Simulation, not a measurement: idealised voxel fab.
The process module presented herein is designated voxel spacer lines.
Cross-sectional view cut (width: 300 nm; square cell size: 5 nm).
Cross-section layout: square cells on a grid; listed as bands, top to bottom; a band spans one or more cell rows. This entry defines a band. It first specifies the height of the band's top and the height of its bottom in nm, and then specifies the band's materials from left to right, stating each material with its width in nm. The word "edge to edge" identifies a single material that fills the band from edge to edge, while the word "blank" identifies empty space. Zero point of the height axis is 0; under it, received wafer = one material. Lowest band: continues down indefinitely, "0 nm and below". Width "30 to 40": first value at the band's top row of cells, second value at its bottom row, equal change from row to row. "changes: none" (step): cross-section cells unchanged, all of them. "Unvented voids" enumerates empty spaces isolated from the top, with no open way to it, that contain at least 8 cells, giving each as width x height at distance from the left edge, all three in nm. The remark found on a step's line after its settings is issued by the simulator itself and pertains to that step. The setting "overlay nm" may be written on the line of a step. When the step uses a mask, the value reports how far to the right of the planned place the mask lay, and a negative value reports that it lay to the left.

Process steps - plan
1: op RECEIVE | material Si
2: op CONFORMAL_DEP | material Al2O3 | thk nm 5
3: op DIRECTIONAL_DEP | material TiN | thk nm 15
4: op DIRECTIONAL_DEP | material aC | thk nm 25
5: op PATTERN | tone cover | mask id MANDREL | material resist | width nm 15 | pitch nm 60 | thk nm 30 | overlay nm 0
6: op DIRECTIONAL_ETCH | etch materials aC | depth nm 25
7: op STRIP | etch materials resist
8: op CONFORMAL_DEP | material SiO2 | thk nm 15
9: op DIRECTIONAL_ETCH | etch materials SiO2 | depth nm 15
10: op STRIP | etch materials aC
11: op DIRECTIONAL_ETCH | etch materials TiN | depth nm 15
12: op STRIP | etch materials SiO2

Wafer cross-section on receipt, i.e. after step 1
> 0 nm and below | Si edge to edge
> Unvented voids: none

The plan above was carried out on the starting structure above with one mistake, and this cross-section shows the wafer at the end of the module
> 20 nm to 5 nm | blank 110 | TiN 15 | blank 45 | TiN 15 | blank 115
> 5 nm to 0 nm | Al2O3 edge to edge
> 0 nm and below | Si edge to edge
> Unvented voids: none
Heads up, the wafer didn't run the way we planned it: rather than as planned, step 5 actually ran as op PATTERN | tone open | mask id MANDREL | material resist | width nm 15 | pitch nm 60 | thk nm 30 | overlay nm 0
